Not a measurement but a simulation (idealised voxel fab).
Name of the process module below: voxel lift off
Section shown: cut. Width: 280 nm. Cell size: 5 nm, square.
How to read a cross-section here: the picture is a grid of square cells, written as bands going from the top down, and any band can span one or more rows of cells.
Look at the band entry: it leads with the top's height and the bottom's height in nm. Then it lists the materials left to right, with a width in nm for each. The word "full width" on a single material says that material fills the band edge to edge. The word "air" is empty space.
The reference from which all heights are counted is 0, the level beneath which the as-received wafer is entirely one material; the lowest band, having no lower bound, proceeds downward and is written after the example "from 0 down".
Graded width ("30->40"): value in top row of band = first number; value in bottom row = second number; row-to-row change constant.
You'll sometimes find "all unchanged" written for a step, and that's the way of saying that nowhere in the cross-section did a cell change during that step.
"Enclosed void catalog" specifies each empty space that is not open to the top and that occupies no fewer than 8 cells, using the form width x height at distance, the distance measured from the left edge and all three quantities in nm.
What comes after the settings on a step's line is commentary from the simulator itself on that step.
overlay nm: right-of-plan distance of the mask on a masked step; negative values mean left-of-plan.

Here's what the planned process steps look like:
1) RECEIVE (material Si)
2) CONFORMAL_DEP (material SiN; thk nm 10)
3) PATTERN (tone open; mask id LINES; material resist; width nm 30; pitch nm 45; thk nm 20; overlay nm 0)
4) DIRECTIONAL_DEP (material Ru; thk nm 10)
5) STRIP (etch materials resist)
6) CONFORMAL_DEP (material SiO2; thk nm 10)

Wafer cross-section on receipt, i.e. after step 1:
	from 0 down = Si full width
	Enclosed void catalog: none

First of two wafers, end-of-module section, run followed plan:
	from 30 to 20 = 45 of air  185 of SiO2  50 of air
	from 20 to 10 = 55 of SiO2  30 of Ru  15 of SiO2  30 of Ru  15 of SiO2  30 of Ru  15 of SiO2  30 of Ru  60 of SiO2
	from 10 to 0 = SiN full width
	from 0 down = Si full width
	Enclosed void catalog: none

Cross-sectional image of the second wafer of the two following completion of the module. Starting state and process plan were the same as for the first wafer; one execution error occurred:
	from 30 to 20 = 50 of air  40 of SiO2  5 of air  40 of SiO2  5 of air  40 of SiO2  5 of air  40 of SiO2  55 of air
	from 20 to 10 = 60 of SiO2  20 of Ru  25 of SiO2  20 of Ru  25 of SiO2  20 of Ru  25 of SiO2  20 of Ru  65 of SiO2
	from 10 to 0 = SiN full width
	from 0 down = Si full width
	Enclosed void catalog: none
Misprocessing identified: step 3 did not happen as planned, as run it was PATTERN (tone open; mask id LINES; material resist; width nm 20; pitch nm 45; thk nm 20; overlay nm 0)
Wafer comparison, final, in cells, second relative to first, materials more or fewer: Ru -16, SiO2 +6
